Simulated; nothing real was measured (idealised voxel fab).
Title: Process Module voxel wiring stack
Shown is cross-section cut, with a width of 260 nm and square cells of size 5 nm.
Notation: cross-section as square-cell grid; stated in bands, top first, going down; one or more cell rows per band. The band entry comprises the height of the band's top followed by the height of its bottom, expressed in nm, and subsequently the band's materials from left to right, each stated together with its width in nm. Where a single material is marked with the word "throughout", that material fills the band from edge to edge. The word "empty" represents empty space. The level at which height equals 0 is the one under which the wafer, as it arrives, is entirely one material. No lower edge exists for the bottom band, which continues downward and is notated as in "0 down". So if you see something like "30..40" for the width, read it as the top row of the band sitting at the first number and the bottom row at the second, with every row in between moving by the same amount as the last. The cross-section has no changed cell in any step marked "everything unchanged". In the "Enclosed cavity list" entry, you get each enclosed empty space of 8 cells or more, one with no open way to the top, written width x height at distance, distance from the left edge, in nm. Step line, after settings: the simulator's comment on this step. overlay nm: for a step with a mask, the amount by which the mask lay right of where it was planned; a negative amount means left of it.
[Set out below are the planned steps of the process]
step 1: RECEIVE [material Si]
step 2: CONFORMAL_DEP [material SiO2] [thk nm 10]
step 3: CONFORMAL_DEP [material SiCN] [thk nm 5]
step 4: DIRECTIONAL_DEP [material SiO2] [thk nm 15]
step 5: PATTERN [tone open] [mask id METAL_1] [material resist] [width nm 30] [pitch nm 55] [thk nm 20] [overlay nm 0]
step 6: DIRECTIONAL_ETCH [etch materials SiO2] [depth nm 15]
step 7: DIRECTIONAL_ETCH [etch materials SiCN] [depth nm 5]
step 8: STRIP [etch materials resist]
step 9: CONFORMAL_DEP [material TiN] [thk nm 5]
step 10: FILL_DEP [material Cu] [thk nm 5]
step 11: CMP [height nm 30]
step 12: CONFORMAL_DEP [material SiCN] [thk nm 5]
step 13: DIRECTIONAL_DEP [material SiO2] [thk nm 20]
step 14: MASKED_ETCH [tone open] [mask id PLUG_1] [width nm 15] [pitch nm 55] [etch materials SiO2] [depth nm 20] [overlay nm 0]
step 15: MASKED_ETCH [tone open] [mask id PLUG_1] [width nm 15] [pitch nm 55] [etch materials SiCN] [depth nm 5] [overlay nm 0]
step 16: EPI [material Ru] [thk nm 10]
step 17: EPI [material Ru] [thk nm 10]
step 18: EPI [material Ru] [thk nm 5]
step 19: CONFORMAL_DEP [material SiCN] [thk nm 5]
step 20: DIRECTIONAL_DEP [material lowk] [thk nm 20]
step 21: PATTERN [tone open] [mask id METAL_2] [material resist] [width nm 30] [pitch nm 55] [thk nm 20] [overlay nm 0]
step 22: DIRECTIONAL_ETCH [etch materials lowk] [depth nm 20]
step 23: DIRECTIONAL_ETCH [etch materials SiCN] [depth nm 5]
step 24: STRIP [etch materials resist]
step 25: CONFORMAL_DEP [material TiN] [thk nm 5]
step 26: FILL_DEP [material Cu] [thk nm 10]
step 27: CMP [height nm 80]
step 28: CONFORMAL_DEP [material SiCN] [thk nm 5]
step 29: DIRECTIONAL_DEP [material lowk] [thk nm 30]
step 30: MASKED_ETCH [tone open] [mask id METAL_3_HOLES] [width nm 15] [pitch nm 55] [etch materials lowk] [depth nm 30] [overlay nm 0]
step 31: MASKED_ETCH [tone open] [mask id METAL_3] [width nm 30] [pitch nm 55] [etch materials lowk] [depth nm 20] [overlay nm 0]
step 32: MASKED_ETCH [tone open] [mask id METAL_3] [width nm 30] [pitch nm 55] [etch materials SiCN] [depth nm 5] [overlay nm 0]
step 33: CONFORMAL_DEP [material TiN] [thk nm 5]
step 34: FILL_DEP [material Cu] [thk nm 5]
step 35: CMP [height nm 115]
step 36: CONFORMAL_DEP [material SiCN] [thk nm 5]
step 37: DIRECTIONAL_DEP [material lowk] [thk nm 10]
step 38: DIRECTIONAL_DEP [material aC] [thk nm 10]
step 39: PATTERN [tone open] [mask id PLUG_3] [material resist] [width nm 15] [thk nm 25] [overlay nm 0]
step 40: DIRECTIONAL_ETCH [etch materials aC] [depth nm 10]
step 41: STRIP [etch materials resist]
step 42: DIRECTIONAL_ETCH [etch materials lowk] [depth nm 10]
step 43: DIRECTIONAL_ETCH [etch materials SiCN] [depth nm 5]
step 44: STRIP [etch materials aC]
step 45: CONFORMAL_DEP [material TiN] [thk nm 5]
step 46: FILL_DEP [material W] [thk nm 10]
step 47: CMP [height nm 130]
step 48: CONFORMAL_DEP [material SiN] [thk nm 5]
step 49: DIRECTIONAL_DEP [material lowk] [thk nm 25]
step 50: MASKED_ETCH [tone open] [mask id METAL_4] [width nm 30] [pitch nm 55] [etch materials lowk] [depth nm 25] [overlay nm 0]
step 51: MASKED_ETCH [tone open] [mask id METAL_4] [width nm 30] [pitch nm 55] [etch materials SiN] [depth nm 5] [overlay nm 0]
step 52: CONFORMAL_DEP [material TiN] [thk nm 5]
step 53: FILL_DEP [material Cu] [thk nm 5]
step 54: CMP [height nm 160]
step 55: EPI [material Ru] [thk nm 5]
step 56: FILL_DEP [material SiCN] [thk nm 5]
[As-received state of the wafer in cross-section, equivalent to post-step 1]
0 down = Si throughout
Enclosed cavity list: none
[Post-module cross-section of the first of two wafers (run per plan)]
170 to 165 = SiCN throughout
165 to 160 = 80 nm SiCN; 40 nm Ru; 15 nm SiCN; 40 nm Ru; 85 nm SiCN
160 to 135 = 85 nm lowk; 5 nm TiN; 20 nm Cu; 5 nm TiN; 25 nm lowk; 5 nm TiN; 20 nm Cu; 5 nm TiN; 90 nm lowk
135 to 130 = 85 nm SiN; 30 nm TiN; 25 nm SiN; 30 nm TiN; 90 nm SiN
130 to 120 = 85 nm lowk; 5 nm TiN; 5 nm W; 5 nm TiN; 160 nm lowk
120 to 115 = 85 nm SiCN; 15 nm TiN; 160 nm SiCN
115 to 100 = 85 nm lowk; 5 nm TiN; 20 nm Cu; 5 nm TiN; 25 nm lowk; 5 nm TiN; 20 nm Cu; 5 nm TiN; 90 nm lowk
100 to 95 = 85 nm lowk; 5 nm TiN; 5 nm Cu; 20 nm TiN; 25 nm lowk; 5 nm TiN; 5 nm Cu; 20 nm TiN; 90 nm lowk
95 to 85 = 85 nm lowk; 5 nm TiN; 5 nm Cu; 5 nm TiN; 40 nm lowk; 5 nm TiN; 5 nm Cu; 5 nm TiN; 105 nm lowk
85 to 80 = 85 nm SiCN; 15 nm TiN; 40 nm SiCN; 15 nm TiN; 105 nm SiCN
80 to 60 = 85 nm lowk; 5 nm TiN; 20 nm Cu; 5 nm TiN; 25 nm lowk; 5 nm TiN; 20 nm Cu; 5 nm TiN; 90 nm lowk
60 to 55 = 85 nm SiCN; 30 nm TiN; 25 nm SiCN; 30 nm TiN; 90 nm SiCN
55 to 35 = 85 nm SiO2; 15 nm Ru; 40 nm SiO2; 15 nm Ru; 105 nm SiO2
35 to 30 = 85 nm SiCN; 15 nm Ru; 40 nm SiCN; 15 nm Ru; 105 nm SiCN
30 to 15 = 85 nm SiO2; 5 nm TiN; 20 nm Cu; 5 nm TiN; 25 nm SiO2; 5 nm TiN; 20 nm Cu; 5 nm TiN; 90 nm SiO2
15 to 10 = 85 nm SiCN; 30 nm TiN; 25 nm SiCN; 30 nm TiN; 90 nm SiCN
10 to 0 = SiO2 throughout
0 down = Si throughout
Enclosed cavity list: none
[Cross-sectional image of the second wafer of the two following completion of the module. Starting state and process plan were the same as for the first wafer; one execution error occurred]
170 to 165 = SiCN throughout
165 to 160 = 90 nm Ru; 20 nm SiCN; 35 nm Ru; 20 nm SiCN; 95 nm Ru
160 to 140 = 80 nm Cu; 5 nm TiN; 30 nm lowk; 5 nm TiN; 15 nm Cu; 5 nm TiN; 30 nm lowk; 5 nm TiN; 85 nm Cu
140 to 135 = 85 nm TiN; 30 nm lowk; 25 nm TiN; 30 nm lowk; 90 nm TiN
135 to 130 = SiN throughout
130 to 120 = 85 nm lowk; 5 nm TiN; 5 nm W; 5 nm TiN; 160 nm lowk
120 to 115 = 85 nm SiCN; 15 nm TiN; 160 nm SiCN
115 to 100 = 85 nm lowk; 5 nm TiN; 20 nm Cu; 5 nm TiN; 25 nm lowk; 5 nm TiN; 20 nm Cu; 5 nm TiN; 90 nm lowk
100 to 95 = 85 nm lowk; 5 nm TiN; 5 nm Cu; 20 nm TiN; 25 nm lowk; 5 nm TiN; 5 nm Cu; 20 nm TiN; 90 nm lowk
95 to 85 = 85 nm lowk; 5 nm TiN; 5 nm Cu; 5 nm TiN; 40 nm lowk; 5 nm TiN; 5 nm Cu; 5 nm TiN; 105 nm lowk
85 to 80 = 85 nm SiCN; 15 nm TiN; 40 nm SiCN; 15 nm TiN; 105 nm SiCN
80 to 60 = 85 nm lowk; 5 nm TiN; 20 nm Cu; 5 nm TiN; 25 nm lowk; 5 nm TiN; 20 nm Cu; 5 nm TiN; 90 nm lowk
60 to 55 = 85 nm SiCN; 30 nm TiN; 25 nm SiCN; 30 nm TiN; 90 nm SiCN
55 to 35 = 85 nm SiO2; 15 nm Ru; 40 nm SiO2; 15 nm Ru; 105 nm SiO2
35 to 30 = 85 nm SiCN; 15 nm Ru; 40 nm SiCN; 15 nm Ru; 105 nm SiCN
30 to 15 = 85 nm SiO2; 5 nm TiN; 20 nm Cu; 5 nm TiN; 25 nm SiO2; 5 nm TiN; 20 nm Cu; 5 nm TiN; 90 nm SiO2
15 to 10 = 85 nm SiCN; 30 nm TiN; 25 nm SiCN; 30 nm TiN; 90 nm SiCN
10 to 0 = SiO2 throughout
0 down = Si throughout
Enclosed cavity list: none
Heads up, the wafer didn't run the way we planned it: not per plan at step 50, really ran MASKED_ETCH [tone cover] [mask id METAL_4] [width nm 30] [pitch nm 55] [etch materials lowk] [depth nm 25] [overlay nm 0]
Final difference in cells, second wafer against first, listed per material as more or fewer: 104 more of Cu | 28 more of Ru | 28 fewer of SiCN | 12 more of SiN | 24 more of TiN | 140 fewer of lowk
